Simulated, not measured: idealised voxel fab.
process module | voxel transistor to metal
cross-section cut | 185 nm wide | cells 5 nm
A cross-section is a grid of square cells, given in bands from the top down. A band is one or more rows of cells.
Each band's line starts with the height of the band's top and of its bottom, in nm. Then come its materials from left to right, each with its width in nm. One material with "throughout" fills the band from edge to edge. "air" is empty space.
Height 0 is the level under which the wafer as received is all one material. The lowest band goes on downwards, as in "0 down".
A width such as "30 to 40" changes by the same amount from each row of cells to the next, from the band's top row to its bottom row.
"no change" after a step means that no cell of the cross-section changed.
closed voids: empty space of 8 cells or more with no open way to the top, each as width x height at its distance from the left edge, in nm
after a step's settings: what the simulator itself notes on the step
overlay nm, on a step with a mask: how far to the right of its planned place the mask lay; to the left if negative
plan
1 op RECEIVE | material Si
2 op CONFORMAL_DEP | material SiO2 | thk nm 5
3 op CONFORMAL_DEP | material SiN | thk nm 10
4 op MASKED_ETCH | tone cover | mask id ACTIVE | width nm 105 | etch materials SiN | depth nm 10 | overlay nm 0
5 op MASKED_ETCH | tone cover | mask id ACTIVE | width nm 105 | etch materials SiO2 | depth nm 5 | overlay nm 0
6 op MASKED_ETCH | tone cover | mask id ACTIVE | width nm 95 | etch materials Si | depth nm 20 | overlay nm 0
7 op OXIDIZE | depth nm 5
8 op FILL_DEP | material SiO2 | thk nm 5
9 op CMP | height nm 15
10 op SELECTIVE_ETCH | etch materials SiO2 | depth nm 10
11 op STRIP | etch materials SiN
12 op SELECTIVE_ETCH | etch materials SiO2 | depth nm 5
13 op OXIDIZE | depth nm 5
14 op DIRECTIONAL_DEP | material polySi | thk nm 25
15 op DIRECTIONAL_DEP | material SiCN | thk nm 15
16 op DIRECTIONAL_DEP | material aC | thk nm 10
17 op PATTERN | tone cover | mask id GATE | material resist | width nm 15 | thk nm 30 | overlay nm 0
18 op DIRECTIONAL_ETCH | etch materials aC | depth nm 10
19 op STRIP | etch materials resist
20 op DIRECTIONAL_ETCH | etch materials SiCN | depth nm 25
21 op DIRECTIONAL_ETCH | etch materials polySi | depth nm 35
22 op STRIP | etch materials aC
23 op CONFORMAL_DEP | material SiO2 | thk nm 5
24 op DIRECTIONAL_ETCH | etch materials SiO2 | depth nm 5
25 op CONFORMAL_DEP | material SiN | thk nm 5
26 op DIRECTIONAL_ETCH | etch materials SiN | depth nm 5
27 op DIRECTIONAL_ETCH | etch materials SiO2 | depth nm 5
28 op DIRECTIONAL_ETCH | etch materials Si | depth nm 5
29 op EPI | material pSi | thk nm 10
30 op FILL_DEP | material SiO2 | thk nm 10
31 op CMP | height nm 40
32 op DIRECTIONAL_DEP | material SiO2 | thk nm 10
33 op PATTERN | tone open | mask id CONTACT | material resist | width nm 20 | pitch nm 75 | thk nm 15 | overlay nm 0
34 op DIRECTIONAL_ETCH | etch materials SiO2 | depth nm 50
35 op STRIP | etch materials resist
36 op CONFORMAL_DEP | material TiN | thk nm 5
37 op FILL_DEP | material W | thk nm 10
38 op CMP | height nm 50
39 op DIRECTIONAL_DEP | material TiN | thk nm 5
40 op DIRECTIONAL_DEP | material Ru | thk nm 25
41 op DIRECTIONAL_DEP | material aC | thk nm 10
42 op PATTERN | tone cover | mask id METAL_1 | material resist | width nm 20 | pitch nm 75 | thk nm 30 | overlay nm 0
43 op DIRECTIONAL_ETCH | etch materials aC | depth nm 10
44 op STRIP | etch materials resist
45 op DIRECTIONAL_ETCH | etch materials Ru | depth nm 25
46 op DIRECTIONAL_ETCH | etch materials TiN | depth nm 5
47 op STRIP | etch materials aC
48 op CONFORMAL_DEP | material SiN | thk nm 5
49 op FILL_DEP | material lowk | thk nm 5
50 op CMP | height nm 80
51 op CONFORMAL_DEP | material SiCN | thk nm 5
varied across the wafers: width nm of step 6. The plan shows the first wafer's value. All wafers start alike
first wafer as received, after step 1
  0 down: Si throughout
  closed voids: none
each wafer at the end: cells of each material gained (+) or lost (-) since it was received, then its closed voids
width nm 95 | +40 Ru | -121 Si | +46 SiCN | +65 SiN | +341 SiO2 | +52 TiN | +36 W | +125 lowk | +30 pSi | +15 polySi | closed voids: none
width nm 100 | +40 Ru | -121 Si | +46 SiCN | +65 SiN | +341 SiO2 | +52 TiN | +36 W | +125 lowk | +30 pSi | +15 polySi | closed voids: none
width nm 105 | +40 Ru | -121 Si | +46 SiCN | +65 SiN | +341 SiO2 | +52 TiN | +36 W | +125 lowk | +30 pSi | +15 polySi | closed voids: none
width nm 110 | +40 Ru | -118 Si | +46 SiCN | +65 SiN | +336 SiO2 | +52 TiN | +36 W | +125 lowk | +32 pSi | +15 polySi | closed voids: none
width nm 115 | +40 Ru | -115 Si | +46 SiCN | +65 SiN | +331 SiO2 | +52 TiN | +36 W | +125 lowk | +34 pSi | +15 polySi | closed voids: none
width nm 120 | +40 Ru | -112 Si | +46 SiCN | +65 SiN | +326 SiO2 | +52 TiN | +36 W | +125 lowk | +36 pSi | +15 polySi | closed voids: none
